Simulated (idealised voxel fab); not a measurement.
process module | voxel trench capacitor
cross-section cut | 290 nm wide | cells 5 nm
A cross-section is a grid of square cells, given in bands from the top down. A band is one or more rows of cells.
Each band's line starts with the height of the band's top and of its bottom, in nm. Then come its materials from left to right, each with its width in nm. One material with "throughout" fills the band from edge to edge. "air" is empty space.
Height 0 is the level under which the wafer as received is all one material. The lowest band goes on downwards, as in "0 down".
A width such as "30 to 40" changes by the same amount from each row of cells to the next, from the band's top row to its bottom row.
"no change" after a step means that no cell of the cross-section changed.
closed voids: empty space of 8 cells or more with no open way to the top, each as width x height at its distance from the left edge, in nm
after a step's settings: what the simulator itself notes on the step
overlay nm, on a step with a mask: how far to the right of its planned place the mask lay; to the left if negative
plan
1 op RECEIVE | material Si
2 op CONFORMAL_DEP | material SiN | thk nm 5
3 op DIRECTIONAL_DEP | material aC | thk nm 10
4 op PATTERN | tone open | mask id TRENCH | material resist | width nm 30 | pitch nm 55 | thk nm 25 | overlay nm 0
5 op DIRECTIONAL_ETCH | etch materials aC | depth nm 10
6 op STRIP | etch materials resist
7 op DIRECTIONAL_ETCH | etch materials SiN | depth nm 5
8 op DIRECTIONAL_ETCH | etch materials Si | depth nm 40
9 op STRIP | etch materials aC
10 op CONFORMAL_DEP | material HfO2 | thk nm 5
11 op CONFORMAL_DEP | material TiN | thk nm 5
12 op FILL_DEP | material W | thk nm 5
13 op CMP | height nm 5
first wafer, as planned
as received, after step 1
  0 down: Si throughout
  closed voids: none
after step 2
  5 to 0: SiN throughout
  below 0: unchanged
after step 3
  15 to 5: aC throughout
  below 5: unchanged
after step 4
  40 to 15: resist 45 | air 30 | resist 25 | air 30 | resist 25 | air 30 | resist 25 | air 30 | resist 50
  below 15: unchanged
after step 5
  30 to 15: resist 45 | air 30 | resist 25 | air 30 | resist 25 | air 30 | resist 25 | air 30 | resist 50
  15 to 5: aC 45 | air 30 | aC 25 | air 30 | aC 25 | air 30 | aC 25 | air 30 | aC 50
  below 5: unchanged
after step 6
  15 to 5: aC 45 | air 30 | aC 25 | air 30 | aC 25 | air 30 | aC 25 | air 30 | aC 50
  below 5: unchanged
after step 7
  15 to 5: aC 45 | air 30 | aC 25 | air 30 | aC 25 | air 30 | aC 25 | air 30 | aC 50
  5 to 0: SiN 45 | air 30 | SiN 25 | air 30 | SiN 25 | air 30 | SiN 25 | air 30 | SiN 50
  below 0: unchanged
after step 8
  15 to 5: aC 45 | air 30 | aC 25 | air 30 | aC 25 | air 30 | aC 25 | air 30 | aC 50
  5 to 0: SiN 45 | air 30 | SiN 25 | air 30 | SiN 25 | air 30 | SiN 25 | air 30 | SiN 50
  0 to -40: Si 45 | air 30 | Si 25 | air 30 | Si 25 | air 30 | Si 25 | air 30 | Si 50
  below -40: unchanged
after step 9
  5 to 0: SiN 45 | air 30 | SiN 25 | air 30 | SiN 25 | air 30 | SiN 25 | air 30 | SiN 50
  below 0: unchanged
after step 10
  10 to 5: HfO2 50 | air 20 | HfO2 35 | air 20 | HfO2 35 | air 20 | HfO2 35 | air 20 | HfO2 55
  5 to 0: SiN 45 | HfO2 5 | air 20 | HfO2 5 | SiN 25 | HfO2 5 | air 20 | HfO2 5 | SiN 25 | HfO2 5 | air 20 | HfO2 5 | SiN 25 | HfO2 5 | air 20 | HfO2 5 | SiN 50
  0 to -35: Si 45 | HfO2 5 | air 20 | HfO2 5 | Si 25 | HfO2 5 | air 20 | HfO2 5 | Si 25 | HfO2 5 | air 20 | HfO2 5 | Si 25 | HfO2 5 | air 20 | HfO2 5 | Si 50
  -35 to -40: Si 45 | HfO2 30 | Si 25 | HfO2 30 | Si 25 | HfO2 30 | Si 25 | HfO2 30 | Si 50
  below -40: unchanged
after step 11
  15 to 10: TiN 55 | air 10 | TiN 45 | air 10 | TiN 45 | air 10 | TiN 45 | air 10 | TiN 60
  10 to 5: HfO2 50 | TiN 5 | air 10 | TiN 5 | HfO2 35 | TiN 5 | air 10 | TiN 5 | HfO2 35 | TiN 5 | air 10 | TiN 5 | HfO2 35 | TiN 5 | air 10 | TiN 5 | HfO2 55
  5 to 0: SiN 45 | HfO2 5 | TiN 5 | air 10 | TiN 5 | HfO2 5 | SiN 25 | HfO2 5 | TiN 5 | air 10 | TiN 5 | HfO2 5 | SiN 25 | HfO2 5 | TiN 5 | air 10 | TiN 5 | HfO2 5 | SiN 25 | HfO2 5 | TiN 5 | air 10 | TiN 5 | HfO2 5 | SiN 50
  0 to -30: Si 45 | HfO2 5 | TiN 5 | air 10 | TiN 5 | HfO2 5 | Si 25 | HfO2 5 | TiN 5 | air 10 | TiN 5 | HfO2 5 | Si 25 | HfO2 5 | TiN 5 | air 10 | TiN 5 | HfO2 5 | Si 25 | HfO2 5 | TiN 5 | air 10 | TiN 5 | HfO2 5 | Si 50
  -30 to -35: Si 45 | HfO2 5 | TiN 20 | HfO2 5 | Si 25 | HfO2 5 | TiN 20 | HfO2 5 | Si 25 | HfO2 5 | TiN 20 | HfO2 5 | Si 25 | HfO2 5 | TiN 20 | HfO2 5 | Si 50
  below -35: unchanged
after step 12
  20 to 15: W throughout
  15 to 10: TiN 55 | W 10 | TiN 45 | W 10 | TiN 45 | W 10 | TiN 45 | W 10 | TiN 60
  10 to 5: HfO2 50 | TiN 5 | W 10 | TiN 5 | HfO2 35 | TiN 5 | W 10 | TiN 5 | HfO2 35 | TiN 5 | W 10 | TiN 5 | HfO2 35 | TiN 5 | W 10 | TiN 5 | HfO2 55
  5 to 0: SiN 45 | HfO2 5 | TiN 5 | W 10 | TiN 5 | HfO2 5 | SiN 25 | HfO2 5 | TiN 5 | W 10 | TiN 5 | HfO2 5 | SiN 25 | HfO2 5 | TiN 5 | W 10 | TiN 5 | HfO2 5 | SiN 25 | HfO2 5 | TiN 5 | W 10 | TiN 5 | HfO2 5 | SiN 50
  0 to -30: Si 45 | HfO2 5 | TiN 5 | W 10 | TiN 5 | HfO2 5 | Si 25 | HfO2 5 | TiN 5 | W 10 | TiN 5 | HfO2 5 | Si 25 | HfO2 5 | TiN 5 | W 10 | TiN 5 | HfO2 5 | Si 25 | HfO2 5 | TiN 5 | W 10 | TiN 5 | HfO2 5 | Si 50
  below -30: unchanged
after step 13
  5 to 0: SiN 45 | HfO2 5 | TiN 5 | W 10 | TiN 5 | HfO2 5 | SiN 25 | HfO2 5 | TiN 5 | W 10 | TiN 5 | HfO2 5 | SiN 25 | HfO2 5 | TiN 5 | W 10 | TiN 5 | HfO2 5 | SiN 25 | HfO2 5 | TiN 5 | W 10 | TiN 5 | HfO2 5 | SiN 50
  below 0: unchanged
second wafer: like start, like plan, one mistake. Through step 9 it matches the first wafer
when step 10 should have ended
  10 to 5: TiN 50 | air 20 | TiN 35 | air 20 | TiN 35 | air 20 | TiN 35 | air 20 | TiN 55
  5 to 0: SiN 45 | TiN 5 | air 20 | TiN 5 | SiN 25 | TiN 5 | air 20 | TiN 5 | SiN 25 | TiN 5 | air 20 | TiN 5 | SiN 25 | TiN 5 | air 20 | TiN 5 | SiN 50
  0 to -35: Si 45 | TiN 5 | air 20 | TiN 5 | Si 25 | TiN 5 | air 20 | TiN 5 | Si 25 | TiN 5 | air 20 | TiN 5 | Si 25 | TiN 5 | air 20 | TiN 5 | Si 50
  -35 to -40: Si 45 | TiN 30 | Si 25 | TiN 30 | Si 25 | TiN 30 | Si 25 | TiN 30 | Si 50
  below -40: unchanged
when step 11 should have ended
  15 to 10: HfO2 55 | air 10 | HfO2 45 | air 10 | HfO2 45 | air 10 | HfO2 45 | air 10 | HfO2 60
  10 to 5: TiN 50 | HfO2 5 | air 10 | HfO2 5 | TiN 35 | HfO2 5 | air 10 | HfO2 5 | TiN 35 | HfO2 5 | air 10 | HfO2 5 | TiN 35 | HfO2 5 | air 10 | HfO2 5 | TiN 55
  5 to 0: SiN 45 | TiN 5 | HfO2 5 | air 10 | HfO2 5 | TiN 5 | SiN 25 | TiN 5 | HfO2 5 | air 10 | HfO2 5 | TiN 5 | SiN 25 | TiN 5 | HfO2 5 | air 10 | HfO2 5 | TiN 5 | SiN 25 | TiN 5 | HfO2 5 | air 10 | HfO2 5 | TiN 5 | SiN 50
  0 to -30: Si 45 | TiN 5 | HfO2 5 | air 10 | HfO2 5 | TiN 5 | Si 25 | TiN 5 | HfO2 5 | air 10 | HfO2 5 | TiN 5 | Si 25 | TiN 5 | HfO2 5 | air 10 | HfO2 5 | TiN 5 | Si 25 | TiN 5 | HfO2 5 | air 10 | HfO2 5 | TiN 5 | Si 50
  -30 to -35: Si 45 | TiN 5 | HfO2 20 | TiN 5 | Si 25 | TiN 5 | HfO2 20 | TiN 5 | Si 25 | TiN 5 | HfO2 20 | TiN 5 | Si 25 | TiN 5 | HfO2 20 | TiN 5 | Si 50
  below -35: unchanged
when step 12 should have ended
  20 to 15: W throughout
  15 to 10: HfO2 55 | W 10 | HfO2 45 | W 10 | HfO2 45 | W 10 | HfO2 45 | W 10 | HfO2 60
  10 to 5: TiN 50 | HfO2 5 | W 10 | HfO2 5 | TiN 35 | HfO2 5 | W 10 | HfO2 5 | TiN 35 | HfO2 5 | W 10 | HfO2 5 | TiN 35 | HfO2 5 | W 10 | HfO2 5 | TiN 55
  5 to 0: SiN 45 | TiN 5 | HfO2 5 | W 10 | HfO2 5 | TiN 5 | SiN 25 | TiN 5 | HfO2 5 | W 10 | HfO2 5 | TiN 5 | SiN 25 | TiN 5 | HfO2 5 | W 10 | HfO2 5 | TiN 5 | SiN 25 | TiN 5 | HfO2 5 | W 10 | HfO2 5 | TiN 5 | SiN 50
  0 to -30: Si 45 | TiN 5 | HfO2 5 | W 10 | HfO2 5 | TiN 5 | Si 25 | TiN 5 | HfO2 5 | W 10 | HfO2 5 | TiN 5 | Si 25 | TiN 5 | HfO2 5 | W 10 | HfO2 5 | TiN 5 | Si 25 | TiN 5 | HfO2 5 | W 10 | HfO2 5 | TiN 5 | Si 50
  below -30: unchanged
when step 13 should have ended
  5 to 0: SiN 45 | TiN 5 | HfO2 5 | W 10 | HfO2 5 | TiN 5 | SiN 25 | TiN 5 | HfO2 5 | W 10 | HfO2 5 | TiN 5 | SiN 25 | TiN 5 | HfO2 5 | W 10 | HfO2 5 | TiN 5 | SiN 25 | TiN 5 | HfO2 5 | W 10 | HfO2 5 | TiN 5 | SiN 50
  below 0: unchanged
what went wrong: steps 10 and 11 were swapped
at the end the second wafer has, in cells: 16 fewer of HfO2 | 16 more of TiN
